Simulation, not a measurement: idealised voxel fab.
process module | voxel released beams
cross-section cut | 300 nm wide | cells 5 nm
A cross-section is a grid of square cells, given in bands from the top down. A band is one or more rows of cells.
Each band's line starts with the height of the band's top and of its bottom, in nm. Then come its materials from left to right, each with its width in nm. One material with "throughout" fills the band from edge to edge. "air" is empty space.
Height 0 is the level under which the wafer as received is all one material. The lowest band goes on downwards, as in "0 down".
A width such as "30 to 40" changes by the same amount from each row of cells to the next, from the band's top row to its bottom row.
"no change" after a step means that no cell of the cross-section changed.
closed voids: empty space of 8 cells or more with no open way to the top, each as width x height at its distance from the left edge, in nm
after a step's settings: what the simulator itself notes on the step
overlay nm, on a step with a mask: how far to the right of its planned place the mask lay; to the left if negative
plan
1 op RECEIVE | material Si
2 op CONFORMAL_DEP | material SiN | thk nm 5
3 op DIRECTIONAL_DEP | material SiO2 | thk nm 15
4 op DIRECTIONAL_DEP | material aC | thk nm 10
5 op PATTERN | tone open | mask id ANCHOR | material resist | width nm 30 | thk nm 30 | overlay nm 0
6 op DIRECTIONAL_ETCH | etch materials aC | depth nm 10
7 op STRIP | etch materials resist
8 op DIRECTIONAL_ETCH | etch materials SiO2 | depth nm 15
9 op STRIP | etch materials aC
10 op CONFORMAL_DEP | material polySi | thk nm 10
11 op PATTERN | tone cover | mask id BEAM | material resist | width nm 105 | thk nm 15 | overlay nm 0
12 op DIRECTIONAL_ETCH | etch materials polySi | depth nm 10
13 op STRIP | etch materials resist
14 op STRIP | etch materials SiO2
as received, after step 1
  0 down: Si throughout
  closed voids: none
a wafer at the end: this start, this plan, one mistake
  30 to 20: air 95 | polySi 105 | air 100
  20 to 15: SiN throughout
  15 to 0: SiO2 throughout
  0 down: Si throughout
  closed voids: none
what went wrong: steps 2 and 3 were swapped
